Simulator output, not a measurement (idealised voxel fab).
Process module under the name voxel self aligned contacts
Cross-sectional view cut (width: 240 nm; square cell size: 5 nm).
Cross-section spec: square-cell grid; bands listed top down; each band is one or more rows.
In this notation a band is specified by the heights of its top and bottom, in that order and in nm, after which its materials appear from left to right, each paired with its width in nm. The word "full width" attached to a single material means that material fills the band from edge to edge; the word "empty" stands for empty space.
The reference from which all heights are counted is 0, the level beneath which the as-received wafer is entirely one material; the lowest band, having no lower bound, proceeds downward and is written after the example "0 and below".
The expression "30 to 40" gives the width at the extremes of the band, the first number at its top row of cells and the second at its bottom row, with the width changing by equal amounts from each row to the next in between.
"left unchanged" means the step left every cell of the cross-section as it was.
"Unvented cavities" - sealed voids, min. 8 cells, no opening to top; format: width x height at distance (distance from left edge; nm throughout).
after a step's settings: what the simulator itself notes on the step
overlay nm: right-of-plan distance of the mask on a masked step; negative values mean left-of-plan.
## Process steps foreseen in the plan
1. RECEIVE,material Si
2. OXIDIZE,depth nm 5
3. DIRECTIONAL_DEP,material polySi,thk nm 20
4. DIRECTIONAL_DEP,material SiN,thk nm 20
5. DIRECTIONAL_DEP,material aC,thk nm 10
6. PATTERN,tone cover,mask id GATE,material resist,width nm 35,pitch nm 75,thk nm 25,overlay nm 0
7. DIRECTIONAL_ETCH,etch materials aC,depth nm 10
8. STRIP,etch materials resist
9. DIRECTIONAL_ETCH,etch materials SiN,depth nm 20
10. DIRECTIONAL_ETCH,etch materials polySi,depth nm 20
11. STRIP,etch materials aC
12. CONFORMAL_DEP,material SiN,thk nm 10
13. DIRECTIONAL_ETCH,etch materials SiN,depth nm 10
14. FILL_DEP,material SiO2,thk nm 10
15. CMP,height nm 45
16. MASKED_ETCH,tone open,mask id CONTACT,width nm 60,etch materials SiO2,depth nm 50,overlay nm 0
17. CONFORMAL_DEP,material TiN,thk nm 5
18. FILL_DEP,material Ru,thk nm 5
19. CMP,height nm 45
20. CONFORMAL_DEP,material SiCN,thk nm 5
## Cross-section of the incoming wafer, state after step 1
- 0 and below: Si full width
- Unvented cavities: none
## Cross-sectional image of the first of two wafers at the end of the module, the run having proceeded as planned
- 50 down to 45: SiCN full width
- 45 down to 40: SiO2 90 nm | TiN 25 nm | Ru 10 nm | TiN 25 nm | SiO2 90 nm
- 40 down to 20: SiO2 55 nm | SiN 55 nm | TiN 5 nm | Ru 10 nm | TiN 5 nm | SiN 55 nm | SiO2 55 nm
- 20 down to 0: SiO2 55 nm | SiN 10 nm | polySi 35 nm | SiN 10 nm | TiN 5 nm | Ru 10 nm | TiN 5 nm | SiN 10 nm | polySi 35 nm | SiN 10 nm | SiO2 55 nm
- 0 down to -5: SiO2 110 nm | TiN 20 nm | SiO2 110 nm
- -5 and below: Si full width
- Unvented cavities: none
## Here's the second of our two wafers sectioned at module end. Same start as the first, same plan, but one mistake got made running it
- 50 down to 45: SiCN full width
- 45 down to 40: SiO2 85 nm | TiN 30 nm | Ru 10 nm | TiN 30 nm | SiO2 85 nm
- 40 down to 20: SiO2 55 nm | SiN 55 nm | TiN 5 nm | Ru 10 nm | TiN 5 nm | SiN 55 nm | SiO2 55 nm
- 20 down to 0: SiO2 55 nm | SiN 10 nm | polySi 35 nm | SiN 10 nm | TiN 5 nm | Ru 10 nm | TiN 5 nm | SiN 10 nm | polySi 35 nm | SiN 10 nm | SiO2 55 nm
- 0 down to -5: SiO2 110 nm | TiN 20 nm | SiO2 110 nm
- -5 and below: Si full width
- Unvented cavities: none
what went wrong: not per plan at step 16, really ran MASKED_ETCH,tone open,mask id CONTACT,width nm 70,etch materials SiO2,depth nm 50,overlay nm 0
The closing comparison, in cells, has the second wafer with more or fewer of some materials than the first: SiO2: 2 fewer | TiN: 2 more
